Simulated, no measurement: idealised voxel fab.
process module | voxel capacitor over wiring
cross-section cut | 155 nm wide | cells 5 nm
A cross-section is a grid of square cells, given in bands from the top down. A band is one or more rows of cells.
Each band's line starts with the height of the band's top and of its bottom, in nm. Then come its materials from left to right, each with its width in nm. One material with "throughout" fills the band from edge to edge. "air" is empty space.
Height 0 is the level under which the wafer as received is all one material. The lowest band goes on downwards, as in "0 down".
A width such as "30 to 40" changes by the same amount from each row of cells to the next, from the band's top row to its bottom row.
"no change" after a step means that no cell of the cross-section changed.
closed voids: empty space of 8 cells or more with no open way to the top, each as width x height at its distance from the left edge, in nm
after a step's settings: what the simulator itself notes on the step
overlay nm, on a step with a mask: how far to the right of its planned place the mask lay; to the left if negative
plan
1 op RECEIVE | material Si
2 op CONFORMAL_DEP | material SiO2 | thk nm 15
3 op CONFORMAL_DEP | material SiN | thk nm 5
4 op DIRECTIONAL_DEP | material SiO2 | thk nm 15
5 op PATTERN | tone open | mask id METAL_1 | material resist | width nm 30 | pitch nm 85 | thk nm 20 | overlay nm 0
6 op DIRECTIONAL_ETCH | etch materials SiO2 | depth nm 15
7 op DIRECTIONAL_ETCH | etch materials SiN | depth nm 5
8 op STRIP | etch materials resist
9 op CONFORMAL_DEP | material TiN | thk nm 5
10 op FILL_DEP | material W | thk nm 10
11 op CMP | height nm 35
12 op CONFORMAL_DEP | material SiCN | thk nm 5
13 op DIRECTIONAL_DEP | material SiO2 | thk nm 10
14 op DIRECTIONAL_DEP | material aC | thk nm 15
15 op PATTERN | tone open | mask id PLUG_1 | material resist | width nm 15 | thk nm 30 | overlay nm 0
16 op DIRECTIONAL_ETCH | etch materials aC | depth nm 15
17 op STRIP | etch materials resist
18 op DIRECTIONAL_ETCH | etch materials SiO2 | depth nm 10
19 op DIRECTIONAL_ETCH | etch materials SiCN | depth nm 5
20 op STRIP | etch materials aC
21 op EPI | material Ru | thk nm 10
22 op EPI | material Ru | thk nm 5
23 op DIRECTIONAL_DEP | material TiN | thk nm 10
24 op DIRECTIONAL_DEP | material Al2O3 | thk nm 5
25 op DIRECTIONAL_DEP | material TiN | thk nm 5
26 op MASKED_ETCH | tone cover | mask id UPPER_PLATE | width nm 60 | etch materials TiN | depth nm 5 | overlay nm 0
27 op MASKED_ETCH | tone cover | mask id UPPER_PLATE | width nm 60 | etch materials Al2O3 | depth nm 5 | overlay nm 0
28 op PATTERN | tone cover | mask id LOWER_PLATE | material resist | width nm 70 | thk nm 20 | overlay nm 0
29 op DIRECTIONAL_ETCH | etch materials TiN | depth nm 10
30 op STRIP | etch materials resist
31 op FILL_DEP | material SiO2 | thk nm 20
32 op CMP | height nm 85
33 op PATTERN | tone open | mask id PLUG_2 | material resist | width nm 15 | thk nm 15 | overlay nm -15
34 op DIRECTIONAL_ETCH | etch materials SiO2 | depth nm 15
35 op STRIP | etch materials resist
36 op CONFORMAL_DEP | material TiN | thk nm 5
37 op FILL_DEP | material Ru | thk nm 5
38 op CMP | height nm 85
39 op CONFORMAL_DEP | material SiCN | thk nm 5
varied across the wafers: overlay nm of step 33. The plan shows the first wafer's value. All wafers start alike
first wafer as received, after step 1
  0 down: Si throughout
  closed voids: none
first wafer at the end, after step 39
  90 to 85: SiCN throughout
  85 to 75: SiO2 30 | TiN 5 | Ru 5 | TiN 5 | SiO2 110
  75 to 65: SiO2 30 to 35 | TiN 15 to 60 | SiO2 110 to 60
  65 to 60: SiO2 35 | Al2O3 60 | SiO2 60
  60 to 50: SiO2 30 | TiN 70 | SiO2 55
  50 to 40: SiO2 35 | Ru 15 | SiO2 105
  40 to 35: SiCN 35 | Ru 15 | SiCN 105
  35 to 20: SiO2 20 | TiN 5 | W 20 | TiN 5 | SiO2 55 | TiN 5 | W 20 | TiN 5 | SiO2 20
  20 to 15: SiN 20 | TiN 30 | SiN 55 | TiN 30 | SiN 20
  15 to 0: SiO2 throughout
  0 down: Si throughout
  closed voids: none
last wafer at the end
  90 to 85: SiCN throughout
  85 to 75: SiO2 60 | TiN 5 | Ru 5 | TiN 5 | SiO2 80
  75 to 65: SiO2 60 to 35 | TiN 15 to 60 | SiO2 80 to 60
  65 to 60: SiO2 35 | Al2O3 60 | SiO2 60
  60 to 50: SiO2 30 | TiN 70 | SiO2 55
  50 to 40: SiO2 35 | Ru 15 | SiO2 105
  40 to 35: SiCN 35 | Ru 15 | SiCN 105
  35 to 20: SiO2 20 | TiN 5 | W 20 | TiN 5 | SiO2 55 | TiN 5 | W 20 | TiN 5 | SiO2 20
  20 to 15: SiN 20 | TiN 30 | SiN 55 | TiN 30 | SiN 20
  15 to 0: SiO2 throughout
  0 down: Si throughout
  closed voids: none
each wafer at the end: cells of each material gained (+) or lost (-) since it was received, then its closed voids
overlay nm -15 | +12 Al2O3 | +11 Ru | +59 SiCN | +19 SiN | +362 SiO2 | +71 TiN | +24 W | closed voids: none
overlay nm -10 | +12 Al2O3 | +11 Ru | +59 SiCN | +19 SiN | +362 SiO2 | +71 TiN | +24 W | closed voids: none
overlay nm -5 | +12 Al2O3 | +11 Ru | +59 SiCN | +19 SiN | +362 SiO2 | +71 TiN | +24 W | closed voids: none
overlay nm 0 | +12 Al2O3 | +11 Ru | +59 SiCN | +19 SiN | +362 SiO2 | +71 TiN | +24 W | closed voids: none
overlay nm 5 | +12 Al2O3 | +11 Ru | +59 SiCN | +19 SiN | +362 SiO2 | +71 TiN | +24 W | closed voids: none
overlay nm 10 | +12 Al2O3 | +11 Ru | +59 SiCN | +19 SiN | +362 SiO2 | +71 TiN | +24 W | closed voids: none
overlay nm 15 | +12 Al2O3 | +11 Ru | +59 SiCN | +19 SiN | +362 SiO2 | +71 TiN | +24 W | closed voids: none
